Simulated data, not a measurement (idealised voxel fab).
process module | voxel released beams
Cross-section cut spans 260 nm and uses square cells 5 nm in size.
This document writes a cross-section as a grid whose cells are square, and gives it as bands, listed from the top down; one or more rows of cells form a band. Band entry format. Leading values: height of top, height of bottom, nm. Remainder: materials in left-to-right order, each with its width in nm. Special words: "full width" on a single material, which then fills the band edge to edge; "air", empty space. Counting heights begins at 0, where everything beneath is, in the wafer as received, one material. The lowest band has no bottom; it goes on downwards, as "0 down" shows. A two-number width, for instance "30 to 40", indicates that the width is equal to the first number in the top row of the band and to the second number in the bottom row, and that it changes by a constant amount per row of cells. Given "remains unaltered" for a step, no cell of the cross-section differs between before and after that step. Entry "Sealed void listing". Content: empty spaces with no open connection to the top, size 8 cells or greater. Each: width x height at distance. Distance: from left edge. Unit: nm. Read whatever lies past the settings on a step's line as the simulator's own remark about the step. Steps that use a mask can have "overlay nm" on their line. It says how far the mask sat to the right of where it was meant to be. Negative means to the left.

### Planned process steps
1) op RECEIVE | material Si
2) op CONFORMAL_DEP | material Al2O3 | thk nm 5
3) op DIRECTIONAL_DEP | material SiO2 | thk nm 10
4) op PATTERN | tone open | mask id ANCHOR | material resist | width nm 25 | thk nm 20 | overlay nm 0
5) op DIRECTIONAL_ETCH | etch materials SiO2 | depth nm 10
6) op STRIP | etch materials resist
7) op CONFORMAL_DEP | material SiN | thk nm 10
8) op PATTERN | tone cover | mask id BEAM | material resist | width nm 105 | thk nm 15 | overlay nm 0
9) op DIRECTIONAL_ETCH | etch materials SiN | depth nm 10
10) op STRIP | etch materials resist
11) op STRIP | etch materials SiO2

### Delivered wafer in cross-section: state after step 1
* 0 down | Si full width
* Sealed void listing: none

### The plan above was carried out on the starting structure above with one mistake, and this cross-section shows the wafer at the end of the module
* 25 to 15 | air 75 nm, then SiN 40 nm, then air 145 nm
* 15 to 5 | air 70 nm, then SiN 10 nm, then SiO2 25 nm, then SiN 75 nm, then air 80 nm
* 5 to 0 | Al2O3 full width
* 0 down | Si full width
* Sealed void listing: none
Error vs. plan: step 4: run off-plan, actual operation and settings op PATTERN | tone cover | mask id ANCHOR | material resist | width nm 25 | thk nm 20 | overlay nm 0
